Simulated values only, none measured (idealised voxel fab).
Proc. module: voxel ribs on slabs
Pictured: cross-section cut, 270 nm wide, on a grid of 5 nm square cells.
Heads up, the way a cross-section reads in here is a grid of square cells, handed over as bands from the top down, with every band being one or more rows of cells.
Heights first: top, then bottom, in nm. Then materials, left to right, each with a width in nm. "full width" on a single material: fills the band edge to edge. "empty": empty space.
Height reference: 0 = level under which incoming wafer is all one material. Lowest band: no bottom, runs on downward, e.g. "0 and below".
With a width like "30 to 40", each row of cells in the band differs from the next by the same amount, the top row carrying the first number and the bottom row the second.
"no change", as given for a step, is the statement that not any cell of the cross-section underwent a change during that step.
Entry "closed voids". Content: empty spaces with no open connection to the top, size 8 cells or greater. Each: width x height at distance. Distance: from left edge. Unit: nm.
Post-settings text on a step line: simulator's own remark regarding the step.
The optional step-line setting "overlay nm" applies to steps with a mask and quantifies how far to the right of its planned location the mask lay, a negative value indicating leftward placement.
Process steps (planned)
1,op RECEIVE | material Si
2,op DIRECTIONAL_DEP | material SiO2 | thk nm 25
3,op DIRECTIONAL_DEP | material SiN | thk nm 20
4,op PATTERN | tone cover | mask id RIB | material resist | width nm 30 | thk nm 15 | overlay nm 0
5,op DIRECTIONAL_ETCH | etch materials SiN | depth nm 15
6,op STRIP | etch materials resist
7,op MASKED_ETCH | tone cover | mask id SLAB | width nm 80 | etch materials SiN | depth nm 5 | overlay nm 0
8,op FILL_DEP | material SiO2 | thk nm 25
9,op CMP | height nm 65
10,op DIRECTIONAL_DEP | material TiN | thk nm 5
11,op DIRECTIONAL_DEP | material aC | thk nm 15
12,op PATTERN | tone cover | mask id HEATER | material resist | width nm 40 | thk nm 35 | overlay nm 0
13,op DIRECTIONAL_ETCH | etch materials aC | depth nm 15
14,op STRIP | etch materials resist
15,op DIRECTIONAL_ETCH | etch materials TiN | depth nm 5
16,op STRIP | etch materials aC
17,op CONFORMAL_DEP | material SiO2 | thk nm 10
Wafer cross-section on receipt, i.e. after step 1
  0 and below = Si full width
  closed voids: none
This is how the wafer looks in cross-section once the module is done, given the starting state and plan above and one mistake in carrying the plan out
  70 down to 65 = empty 115 nm / TiN 40 nm / empty 115 nm
  65 down to 45 = SiO2 full width
  45 down to 30 = SiO2 120 nm / SiN 30 nm / SiO2 120 nm
  30 down to 25 = SiO2 95 nm / SiN 80 nm / SiO2 95 nm
  25 down to 0 = SiO2 full width
  0 and below = Si full width
  closed voids: none
Which mistake was made when the wafer was run? step 17 of the plan: omitted, not performed
